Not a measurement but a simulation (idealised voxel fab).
The name of this process module is voxel lift off.
Xsec cut, 275 nm wide, square cell size 5 nm.
If you're reading a cross-section in this doc, picture square cells in a grid; it comes to you as bands, top ones listed first down to the bottom, and a band can be one or more rows of cells.
It is stipulated that each band's entry specify, in nanometres, the height of the top of the band and then that of its bottom, followed by the materials of the band in left-to-right sequence, each together with its width in nanometres. A single material marked by the word "throughout" is understood to fill the band from edge to edge; the word "air" is understood to denote empty space.
Note: height 0 marks the level under which the wafer is uniformly one material as received. Lowest band unbounded below, written "from 0 down".
Quick explanation for "30 to 40": the width changes in equal steps down the rows of cells, from the first number in the band's top row to the second number in its bottom row.
Any step labelled "remained the same" changed none of the cells in the cross-section.
"Closed internal cavities": sealed empty spaces, 8 cells or more, no open way to top, listed width x height at distance, with distance from the left edge and width, height and distance in nm.
On a step's line, text after the settings is the simulator commenting on that step.
The setting "overlay nm" may be written on the line of a step. When the step uses a mask, the value reports how far to the right of the planned place the mask lay, and a negative value reports that it lay to the left.
Listed below are the process steps as planned:
1 RECEIVE | material Si
2 CONFORMAL_DEP | material SiO2 | thk nm 15
3 PATTERN | tone open | mask id LINES | material resist | width nm 30 | pitch nm 60 | thk nm 20 | overlay nm 0
4 DIRECTIONAL_DEP | material Ru | thk nm 5
5 STRIP | etch materials resist
6 CONFORMAL_DEP | material SiCN | thk nm 5
Cross-section of the wafer upon arrival, representing the state reached after step 1:
> from 0 down  Si throughout
> Closed internal cavities: none
first wafer at the end, as planned:
> from 25 to 20  air 85  SiCN 40  air 20  SiCN 40  air 90
> from 20 to 15  SiCN 90  Ru 30  SiCN 30  Ru 30  SiCN 95
> from 15 to 0  SiO2 throughout
> from 0 down  Si throughout
> Closed internal cavities: none
End of module, second wafer, cross-section. Started like the first, planned like the first, run with one mistake:
> from 40 to 35  air 85  SiCN 40  air 20  SiCN 40  air 90
> from 35 to 30  SiCN 90  Ru 30  SiCN 30  Ru 30  SiCN 95
> from 30 to 0  SiO2 throughout
> from 0 down  Si throughout
> Closed internal cavities: none
Against the plan, the run slipped here: in the plan, step 2 was performed twice
The second wafer ends with more or fewer cells of some materials than the first, per final count: 165 more of SiO2
